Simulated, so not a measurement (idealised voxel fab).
Process module in this document: voxel capacitor over wiring
Cross-section cut spans 170 nm and uses square cells 5 nm in size.
The cross-sections in this document take the form of a grid made of square cells. They are written out as bands, in order from top to bottom. Each band consists of one or more rows of cells.
Within each band entry, the heights of the top and of the bottom of the band appear first, in that order and in nm; the materials of the band then follow from left to right, each with its corresponding width in nm. The designation "edge to edge" on a single material indicates that it fills the band from edge to edge; the designation "blank" indicates empty space.
It should be noted that heights are counted from 0, beneath which the wafer as supplied is of one material throughout, and that the lowest band possesses no lower boundary but continues downward, as written in "top 0, no bottom".
The two numbers in a width such as "30 to 40" mark its ends across the band: the first belongs to the top row of cells, the second to the bottom row, and from each row to the next the width moves by the same amount.
"remained unchanged" for a step: no cell of the cross-section changed in that step.
Basically, "Internal closed voids" tells you about the enclosed voids: empty spaces with no open way to the top, 8 cells or bigger, each written width x height at distance, where distance is from the left edge, all in nm.
Anything after a step's settings on that line? It's the simulator's own note about the step.
The "overlay nm" setting may appear on a step's line; for a step that uses a mask, it gives how far to the right of its planned position the mask lay, and a negative value indicates the left.

[The process steps that were planned are listed below]
step 1: RECEIVE (material Si)
step 2: CONFORMAL_DEP (material SiO2; thk nm 15)
step 3: CONFORMAL_DEP (material SiN; thk nm 5)
step 4: DIRECTIONAL_DEP (material SiO2; thk nm 25)
step 5: DIRECTIONAL_DEP (material aC; thk nm 15)
step 6: PATTERN (tone open; mask id METAL_1; material resist; width nm 30; pitch nm 90; thk nm 30; overlay nm 0)
step 7: DIRECTIONAL_ETCH (etch materials aC; depth nm 15)
step 8: STRIP (etch materials resist)
step 9: DIRECTIONAL_ETCH (etch materials SiO2; depth nm 25)
step 10: DIRECTIONAL_ETCH (etch materials SiN; depth nm 5)
step 11: STRIP (etch materials aC)
step 12: CONFORMAL_DEP (material TiN; thk nm 5)
step 13: FILL_DEP (material Cu; thk nm 10)
step 14: CMP (height nm 45)
step 15: CONFORMAL_DEP (material SiCN; thk nm 5)
step 16: DIRECTIONAL_DEP (material SiO2; thk nm 15)
step 17: PATTERN (tone open; mask id PLUG_1; material resist; width nm 15; thk nm 20; overlay nm 0)
step 18: DIRECTIONAL_ETCH (etch materials SiO2; depth nm 15)
step 19: DIRECTIONAL_ETCH (etch materials SiCN; depth nm 5)
step 20: STRIP (etch materials resist)
step 21: CONFORMAL_DEP (material TiN; thk nm 5)
step 22: FILL_DEP (material W; thk nm 5)
step 23: CMP (height nm 65)
step 24: DIRECTIONAL_DEP (material TiN; thk nm 5)
step 25: DIRECTIONAL_DEP (material SiN; thk nm 5)
step 26: DIRECTIONAL_DEP (material TiN; thk nm 5)
step 27: MASKED_ETCH (tone cover; mask id UPPER_PLATE; width nm 65; etch materials TiN; depth nm 5; overlay nm 0)
step 28: MASKED_ETCH (tone cover; mask id UPPER_PLATE; width nm 65; etch materials SiN; depth nm 5; overlay nm 0)
step 29: DIRECTIONAL_DEP (material aC; thk nm 15)
step 30: PATTERN (tone cover; mask id LOWER_PLATE; material resist; width nm 75; thk nm 35; overlay nm 0)
step 31: DIRECTIONAL_ETCH (etch materials aC; depth nm 15)
step 32: STRIP (etch materials resist)
step 33: DIRECTIONAL_ETCH (etch materials TiN; depth nm 5)
step 34: STRIP (etch materials aC)
step 35: FILL_DEP (material SiO2; thk nm 15)
step 36: CMP (height nm 90)
step 37: MASKED_ETCH (tone open; mask id PLUG_2; width nm 15; etch materials SiO2; depth nm 10; overlay nm 0)
step 38: CONFORMAL_DEP (material TiN; thk nm 5)
step 39: FILL_DEP (material Cu; thk nm 5)
step 40: CMP (height nm 90)
step 41: CONFORMAL_DEP (material SiCN; thk nm 5)

[Cross-sectional view of the wafer in its as-received condition, corresponding to the state after step 1]
- top 0, no bottom = Si edge to edge
- Internal closed voids: none

[Post-module cross-section of the first of two wafers (run per plan)]
- top 95, bottom 90 = SiCN edge to edge
- top 90, bottom 85 = 50 nm SiO2; 5 nm TiN; 5 nm Cu; 5 nm TiN; 105 nm SiO2
- top 85, bottom 75 = 50 to 40 nm SiO2; 15 to 65 nm TiN; 105 to 65 nm SiO2
- top 75, bottom 70 = 40 nm SiO2; 65 nm SiN; 65 nm SiO2
- top 70, bottom 65 = 35 nm SiO2; 75 nm TiN; 60 nm SiO2
- top 65, bottom 50 = 40 nm SiO2; 5 nm TiN; 5 nm W; 5 nm TiN; 115 nm SiO2
- top 50, bottom 45 = 40 nm SiCN; 15 nm TiN; 115 nm SiCN
- top 45, bottom 20 = 25 nm SiO2; 5 nm TiN; 20 nm Cu; 5 nm TiN; 60 nm SiO2; 5 nm TiN; 20 nm Cu; 5 nm TiN; 25 nm SiO2
- top 20, bottom 15 = 25 nm SiN; 30 nm TiN; 60 nm SiN; 30 nm TiN; 25 nm SiN
- top 15, bottom 0 = SiO2 edge to edge
- top 0, no bottom = Si edge to edge
- Internal closed voids: none

[second wafer at the end: like start, like plan, one mistake]
- top 95, bottom 90 = SiCN edge to edge
- top 90, bottom 85 = 50 nm SiO2; 5 nm TiN; 5 nm Cu; 5 nm TiN; 105 nm SiO2
- top 85, bottom 75 = 50 to 40 nm SiO2; 15 to 65 nm TiN; 105 to 65 nm SiO2
- top 75, bottom 70 = 40 nm SiO2; 65 nm SiN; 65 nm SiO2
- top 70, bottom 65 = 35 nm SiO2; 75 nm TiN; 60 nm SiO2
- top 65, bottom 50 = 40 nm SiO2; 5 nm TiN; 5 nm W; 5 nm TiN; 115 nm SiO2
- top 50, bottom 45 = 40 nm SiCN; 15 nm TiN; 115 nm SiCN
- top 45, bottom 35 = 25 nm SiO2; 5 nm TiN; 20 nm Cu; 5 nm TiN; 60 nm SiO2; 5 nm TiN; 20 nm Cu; 5 nm TiN; 25 nm SiO2
- top 35, bottom 30 = 25 nm SiN; 30 nm TiN; 60 nm SiN; 30 nm TiN; 25 nm SiN
- top 30, bottom 0 = SiO2 edge to edge
- top 0, no bottom = Si edge to edge
- Internal closed voids: none
Here's what went sideways: plan step 2 was twice executed
Count the cells at the end and the second wafer has more or fewer of some materials than the first: 24 fewer of Cu | 36 more of SiO2 | 12 fewer of TiN
